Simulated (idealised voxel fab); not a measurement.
process module | voxel wiring stack
cross-section cut | 190 nm wide | cells 5 nm
A cross-section is a grid of square cells, given in bands from the top down. A band is one or more rows of cells.
Each band's line starts with the height of the band's top and of its bottom, in nm. Then come its materials from left to right, each with its width in nm. One material with "throughout" fills the band from edge to edge. "air" is empty space.
Height 0 is the level under which the wafer as received is all one material. The lowest band goes on downwards, as in "0 down".
A width such as "30 to 40" changes by the same amount from each row of cells to the next, from the band's top row to its bottom row.
"no change" after a step means that no cell of the cross-section changed.
closed voids: empty space of 8 cells or more with no open way to the top, each as width x height at its distance from the left edge, in nm
after a step's settings: what the simulator itself notes on the step
overlay nm, on a step with a mask: how far to the right of its planned place the mask lay; to the left if negative
plan
1 op RECEIVE | material Si
2 op CONFORMAL_DEP | material SiO2 | thk nm 10
3 op DIRECTIONAL_DEP | material TiN | thk nm 5
4 op DIRECTIONAL_DEP | material Ru | thk nm 20
5 op PATTERN | tone cover | mask id METAL_1 | material resist | width nm 20 | pitch nm 45 | thk nm 20 | overlay nm 0
6 op DIRECTIONAL_ETCH | etch materials Ru | depth nm 20
7 op DIRECTIONAL_ETCH | etch materials TiN | depth nm 5
8 op STRIP | etch materials resist
9 op CONFORMAL_DEP | material SiN | thk nm 5
10 op FILL_DEP | material SiO2 | thk nm 5
11 op CMP | height nm 35
12 op CONFORMAL_DEP | material SiCN | thk nm 5
13 op DIRECTIONAL_DEP | material lowk | thk nm 35
14 op DIRECTIONAL_DEP | material aC | thk nm 10
15 op PATTERN | tone open | mask id METAL_2 | material resist | width nm 20 | pitch nm 45 | thk nm 25 | overlay nm 0
16 op DIRECTIONAL_ETCH | etch materials aC | depth nm 10
17 op STRIP | etch materials resist
18 op DIRECTIONAL_ETCH | etch materials lowk | depth nm 20
19 op STRIP | etch materials aC
20 op MASKED_ETCH | tone open | mask id METAL_2_HOLES | width nm 15 | pitch nm 45 | etch materials lowk | depth nm 15 | overlay nm 0
21 op MASKED_ETCH | tone open | mask id METAL_2_HOLES | width nm 15 | pitch nm 45 | etch materials SiCN | depth nm 5 | overlay nm 0
22 op CONFORMAL_DEP | material TiN | thk nm 5
23 op FILL_DEP | material Cu | thk nm 5
24 op CMP | height nm 75
25 op CONFORMAL_DEP | material SiN | thk nm 5
as received, after step 1
  0 down: Si throughout
  closed voids: none
first wafer at the end, as planned
  80 to 75: SiN throughout
  75 to 60: lowk 60 | TiN 5 | Cu 10 | TiN 5 | lowk 25 | TiN 5 | Cu 10 | TiN 5 | lowk 65
  60 to 55: lowk 60 | TiN 5 | Cu 5 | TiN 10 | lowk 25 | TiN 5 | Cu 5 | TiN 10 | lowk 65
  55 to 40: lowk 60 | TiN 5 | Cu 5 | TiN 5 | lowk 30 | TiN 5 | Cu 5 | TiN 5 | lowk 70
  40 to 35: SiCN 60 | TiN 15 | SiCN 30 | TiN 15 | SiCN 70
  35 to 15: SiO2 55 | SiN 5 | Ru 20 | SiN 5 | SiO2 15 | SiN 5 | Ru 20 | SiN 5 | SiO2 60
  15 to 10: SiN 60 | TiN 20 | SiN 25 | TiN 20 | SiN 65
  10 to 0: SiO2 throughout
  0 down: Si throughout
  closed voids: none
second wafer at the end: like start, like plan, one mistake
  80 to 75: SiN throughout
  75 to 40: SiO2 throughout
  40 to 35: SiCN throughout
  35 to 15: SiO2 55 | SiN 5 | Ru 20 | SiN 5 | SiO2 15 | SiN 5 | Ru 20 | SiN 5 | SiO2 60
  15 to 10: SiN 60 | TiN 20 | SiN 25 | TiN 20 | SiN 65
  10 to 0: SiO2 throughout
  0 down: Si throughout
  closed voids: none
what went wrong: step 13 ran as: op DIRECTIONAL_DEP | material SiO2 | thk nm 35
at the end the second wafer has, in cells: 20 fewer of Cu | 6 more of SiCN | 266 more of SiO2 | 36 fewer of TiN | 216 fewer of lowk
